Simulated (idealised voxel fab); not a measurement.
Process module in this document: voxel capacitor over wiring
Section shown: cut. Width: 245 nm. Cell size: 5 nm, square.
Throughout this document, each cross-section is represented as a grid of square cells and is presented as a sequence of bands enumerated from the top downward, where a band comprises one or more rows of cells. Each band's line starts with the height of the band's top and of its bottom, in nm. Then come its materials from left to right, each with its width in nm. One material with "edge to edge" fills the band from edge to edge. "empty" is empty space. Height datum 0, below which the as-received substrate wafer is one material. Lowest band open at the bottom, running downward: "top 0, no bottom". You'd read "30->40" like this: the band's top row of cells is as wide as the first number, its bottom row is as wide as the second, and going down, every row changes width by the same amount as the row before did. Any step labelled "everything unchanged" changed none of the cells in the cross-section. The list in "Closed voids list" covers empty spaces of 8 cells or more that cannot reach the top through any open way, and it gives each as width x height at distance; the distance is from the left edge, and width, height and distance are in nm. Anything after a step's settings on that line? It's the simulator's own note about the step. A step's line can hold "overlay nm"; with a mask on that step, the setting says how far right of the planned place the mask lay, while a negative setting says it lay to the left.

Steps planned for the process:
1 RECEIVE,material Si
2 CONFORMAL_DEP,material SiO2,thk nm 10
3 DIRECTIONAL_DEP,material TiN,thk nm 5
4 DIRECTIONAL_DEP,material Ru,thk nm 15
5 PATTERN,tone cover,mask id METAL_1,material resist,width nm 20,pitch nm 85,thk nm 20,overlay nm 0
6 DIRECTIONAL_ETCH,etch materials Ru,depth nm 15
7 DIRECTIONAL_ETCH,etch materials TiN,depth nm 5
8 STRIP,etch materials resist
9 CONFORMAL_DEP,material SiN,thk nm 5
10 FILL_DEP,material SiO2,thk nm 10
11 CMP,height nm 30
12 CONFORMAL_DEP,material SiCN,thk nm 5
13 DIRECTIONAL_DEP,material SiO2,thk nm 15
14 DIRECTIONAL_DEP,material aC,thk nm 10
15 PATTERN,tone open,mask id PLUG_1,material resist,width nm 15,thk nm 25,overlay nm 0
16 DIRECTIONAL_ETCH,etch materials aC,depth nm 10
17 STRIP,etch materials resist
18 DIRECTIONAL_ETCH,etch materials SiO2,depth nm 15
19 DIRECTIONAL_ETCH,etch materials SiCN,depth nm 5
20 STRIP,etch materials aC
21 EPI,material Ru,thk nm 10
22 EPI,material Ru,thk nm 10
23 DIRECTIONAL_DEP,material TiN,thk nm 10
24 DIRECTIONAL_DEP,material SiN,thk nm 5
25 DIRECTIONAL_DEP,material TiN,thk nm 10
26 PATTERN,tone cover,mask id UPPER_PLATE,material resist,width nm 70,thk nm 15,overlay nm 0
27 DIRECTIONAL_ETCH,etch materials TiN,depth nm 10
28 DIRECTIONAL_ETCH,etch materials SiN,depth nm 5
29 STRIP,etch materials resist
30 PATTERN,tone cover,mask id LOWER_PLATE,material resist,width nm 80,thk nm 15,overlay nm 0
31 DIRECTIONAL_ETCH,etch materials TiN,depth nm 10
32 STRIP,etch materials resist
33 FILL_DEP,material SiO2,thk nm 20
34 CMP,height nm 90
35 PATTERN,tone open,mask id PLUG_2,material resist,width nm 15,thk nm 15,overlay nm 0
36 DIRECTIONAL_ETCH,etch materials SiO2,depth nm 15
37 STRIP,etch materials resist
38 CONFORMAL_DEP,material TiN,thk nm 5
39 FILL_DEP,material W,thk nm 10
40 CMP,height nm 90
41 CONFORMAL_DEP,material SiN,thk nm 5

This is the cross-section of the wafer as we received it, i.e. after step 1:
  top 0, no bottom | Si edge to edge
  Closed voids list: none

Wafer at module end, in section. Began as above, planned as above, run with one mistake:
  top 95, bottom 90 | SiN edge to edge
  top 90, bottom 80 | 85 nm SiO2  5 nm TiN  5 nm W  5 nm TiN  145 nm SiO2
  top 80, bottom 75 | 85 nm SiO2  15 nm TiN  145 nm SiO2
  top 75, bottom 65 | 75 nm SiO2  70 nm TiN  100 nm SiO2
  top 65, bottom 55 | 70 nm SiO2  80 nm TiN  95 nm SiO2
  top 55, bottom 50 | SiN edge to edge
  top 50, bottom 35 | 75 nm SiO2  15 nm Ru  155 nm SiO2
  top 35, bottom 30 | 75 nm SiCN  15 nm Ru  155 nm SiCN
  top 30, bottom 15 | 65 nm SiO2  5 nm SiN  20 nm Ru  5 nm SiN  55 nm SiO2  5 nm SiN  20 nm Ru  5 nm SiN  65 nm SiO2
  top 15, bottom 10 | 70 nm SiN  20 nm TiN  65 nm SiN  20 nm TiN  70 nm SiN
  top 10, bottom 0 | SiO2 edge to edge
  top 0, no bottom | Si edge to edge
  Closed voids list: none
What was the processing mistake? steps 23 and 24 were swapped
